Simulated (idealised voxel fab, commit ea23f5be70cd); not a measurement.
process module | voxel transistor to metal
cross-section cut | 200 nm wide | cells 5 nm
A cross-section is a grid of square cells, given in bands from the top down. A band is one or more rows of cells.
Each band's line starts with the height of the band's top and of its bottom, in nm. Then come its materials from left to right, each with its width in nm. One material with "throughout" fills the band from edge to edge. "air" is empty space.
Height 0 is the level under which the wafer as received is all one material. The lowest band goes on downwards, as in "0 down".
A width such as "30 to 40" changes by the same amount from each row of cells to the next, from the band's top row to its bottom row.
"no change" after a step means that no cell of the cross-section changed.
closed voids: empty space of 8 cells or more with no open way to the top, each as width x height at its distance from the left edge, in nm
after a step's settings: what the simulator itself notes on the step
overlay nm, on a step with a mask: how far to the right of its planned place the mask lay; to the left if negative
plan
1 op RECEIVE | material Si
2 op CONFORMAL_DEP | material SiO2 | thk nm 5
3 op CONFORMAL_DEP | material SiN | thk nm 10
4 op MASKED_ETCH | tone cover | mask id ACTIVE | width nm 135 | etch materials SiN | depth nm 10 | overlay nm 0
5 op MASKED_ETCH | tone cover | mask id ACTIVE | width nm 135 | etch materials SiO2 | depth nm 5 | overlay nm 0
6 op MASKED_ETCH | tone cover | mask id ACTIVE | width nm 135 | etch materials Si | depth nm 35 | overlay nm 0
7 op OXIDIZE | depth nm 5
8 op FILL_DEP | material SiO2 | thk nm 10
9 op CMP | height nm 15
10 op SELECTIVE_ETCH | etch materials SiO2 | depth nm 5
11 op STRIP | etch materials SiN
12 op SELECTIVE_ETCH | etch materials SiO2 | depth nm 5
13 op OXIDIZE | depth nm 5
14 op DIRECTIONAL_DEP | material polySi | thk nm 30
15 op DIRECTIONAL_DEP | material SiCN | thk nm 15
16 op DIRECTIONAL_DEP | material aC | thk nm 15
17 op PATTERN | tone cover | mask id GATE | material resist | width nm 35 | thk nm 35 | overlay nm 0
18 op DIRECTIONAL_ETCH | etch materials aC | depth nm 15
19 op STRIP | etch materials resist
20 op DIRECTIONAL_ETCH | etch materials SiCN | depth nm 25
21 op DIRECTIONAL_ETCH | etch materials polySi | depth nm 40
22 op STRIP | etch materials aC
23 op CONFORMAL_DEP | material SiO2 | thk nm 5
24 op DIRECTIONAL_ETCH | etch materials SiO2 | depth nm 5
25 op CONFORMAL_DEP | material SiN | thk nm 10
26 op DIRECTIONAL_ETCH | etch materials SiN | depth nm 10
27 op DIRECTIONAL_ETCH | etch materials SiO2 | depth nm 5
28 op DIRECTIONAL_ETCH | etch materials Si | depth nm 5
29 op EPI | material pSi | thk nm 5
30 op FILL_DEP | material SiO2 | thk nm 5
31 op CMP | height nm 30
32 op STRIP | etch materials polySi
33 op SELECTIVE_ETCH | etch materials SiO2 | depth nm 5
34 op CONFORMAL_DEP | material HfO2 | thk nm 5
35 op CONFORMAL_DEP | material TiN | thk nm 5
36 op FILL_DEP | material W | thk nm 5
37 op CMP | height nm 25
38 op DIRECTIONAL_DEP | material SiO2 | thk nm 10
39 op PATTERN | tone open | mask id CONTACT | material resist | width nm 20 | pitch nm 95 | thk nm 15 | overlay nm 0
40 op DIRECTIONAL_ETCH | etch materials SiO2 | depth nm 40
41 op STRIP | etch materials resist
42 op CONFORMAL_DEP | material TiN | thk nm 5
43 op FILL_DEP | material W | thk nm 10
44 op CMP | height nm 35
45 op DIRECTIONAL_DEP | material TiN | thk nm 5
46 op DIRECTIONAL_DEP | material Ru | thk nm 15
47 op MASKED_ETCH | tone cover | mask id METAL_1 | width nm 20 | pitch nm 95 | etch materials Ru | depth nm 15 | overlay nm 0
48 op MASKED_ETCH | tone cover | mask id METAL_1 | width nm 20 | pitch nm 95 | etch materials TiN | depth nm 5 | overlay nm 0
49 op CONFORMAL_DEP | material SiN | thk nm 5
50 op FILL_DEP | material lowk | thk nm 5
51 op CMP | height nm 55
52 op CONFORMAL_DEP | material SiCN | thk nm 5
as received, after step 1
  0 down: Si throughout
  closed voids: none
a wafer at the end: this start, this plan, one mistake
  60 to 55: SiCN throughout
  55 to 40: lowk 35 | SiN 5 | Ru 20 | SiN 5 | lowk 65 | SiN 5 | Ru 20 | SiN 5 | lowk 40
  40 to 35: SiN 40 | TiN 20 | SiN 75 | TiN 20 | SiN 45
  35 to 25: SiO2 40 | TiN 5 | W 10 | TiN 5 | SiO2 75 | TiN 5 | W 10 | TiN 5 | SiO2 45
  25 to 5: SiO2 40 | TiN 5 | W 10 | TiN 5 | SiO2 5 | SiN 10 | HfO2 5 | TiN 5 | W 25 | TiN 5 | HfO2 5 | SiN 10 | SiO2 5 | TiN 5 | W 10 | TiN 5 | SiO2 45
  5 to 0: SiO2 30 | SiN 10 | TiN 10 | W 5 | TiN 5 | SiO2 5 | SiN 10 | HfO2 5 | TiN 35 | HfO2 5 | SiN 10 | SiO2 5 | TiN 5 | W 5 | TiN 10 | SiN 10 | SiO2 35
  0 to -5: SiO2 40 | pSi 5 | TiN 15 | pSi 5 | SiO2 10 | HfO2 45 | SiO2 10 | pSi 5 | TiN 15 | pSi 5 | SiO2 45
  -5 to -10: SiO2 35 | Si 5 | pSi 25 | Si 65 | pSi 25 | Si 5 | SiO2 40
  -10 to -75: SiO2 35 | Si 125 | SiO2 40
  -75 down: Si throughout
  closed voids: none
what went wrong: step 6 was run twice
